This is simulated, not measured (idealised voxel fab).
The document below concerns the process module designated voxel self aligned contacts.
Cross-section cut: width 235 nm, square cells of 5 nm.
Notation: cross-section as square-cell grid; stated in bands, top first, going down; one or more cell rows per band. Band entry format. Leading values: height of top, height of bottom, nm. Remainder: materials in left-to-right order, each with its width in nm. Special words: "throughout" on a single material, which then fills the band edge to edge; "blank", empty space. Counting heights begins at 0, where everything beneath is, in the wafer as received, one material. The lowest band has no bottom; it goes on downwards, as "0 down" shows. The two numbers in a width such as "30..40" mark its ends across the band: the first belongs to the top row of cells, the second to the bottom row, and from each row to the next the width moves by the same amount. Any step labelled "no modification" changed none of the cells in the cross-section. "Unvented cavities" enumerates empty spaces isolated from the top, with no open way to it, that contain at least 8 cells, giving each as width x height at distance from the left edge, all three in nm. after a step's settings: what the simulator itself notes on the step. The setting "overlay nm" may be written on the line of a step. When the step uses a mask, the value reports how far to the right of the planned place the mask lay, and a negative value reports that it lay to the left.

List of planned process steps
step 1: RECEIVE: material Si
step 2: CONFORMAL_DEP: material SiO2, thk nm 5
step 3: DIRECTIONAL_DEP: material polySi, thk nm 20
step 4: DIRECTIONAL_DEP: material SiN, thk nm 20
step 5: DIRECTIONAL_DEP: material aC, thk nm 10
step 6: PATTERN: tone cover, mask id GATE, material resist, width nm 35, pitch nm 75, thk nm 25, overlay nm 0
step 7: DIRECTIONAL_ETCH: etch materials aC, depth nm 10
step 8: STRIP: etch materials resist
step 9: DIRECTIONAL_ETCH: etch materials SiN, depth nm 20
step 10: DIRECTIONAL_ETCH: etch materials polySi, depth nm 20
step 11: STRIP: etch materials aC
step 12: CONFORMAL_DEP: material SiN, thk nm 10
step 13: DIRECTIONAL_ETCH: etch materials SiN, depth nm 10
step 14: FILL_DEP: material SiO2, thk nm 20
step 15: CMP: height nm 55
step 16: PATTERN: tone open, mask id CONTACT, material resist, width nm 60, pitch nm 75, thk nm 15, overlay nm 0
step 17: DIRECTIONAL_ETCH: etch materials SiO2, depth nm 55
step 18: STRIP: etch materials resist
step 19: CONFORMAL_DEP: material TiN, thk nm 5
step 20: FILL_DEP: material W, thk nm 5
step 21: CMP: height nm 55
step 22: CONFORMAL_DEP: material SiN, thk nm 5

This is the cross-section of the wafer as we received it, i.e. after step 1
0 down | Si throughout
Unvented cavities: none

Figure: cross-sectional view of the wafer upon completion of the module, processed from the initial state and according to the plan depicted above, with one error introduced during execution
60 to 55 | SiN throughout
55 to 50 | SiO2=15, SiN=55, TiN=5, W=10, TiN=5, SiN=55, TiN=5, W=10, TiN=5, SiN=55, SiO2=15
50 to 45 | SiO2=15, SiN=55, TiN=20, SiN=55, TiN=20, SiN=55, SiO2=15
45 to 25 | SiN throughout
25 to 5 | polySi throughout
5 to 0 | SiO2 throughout
0 down | Si throughout
Unvented cavities: none
Processing error: step 4 from the plan got run twice
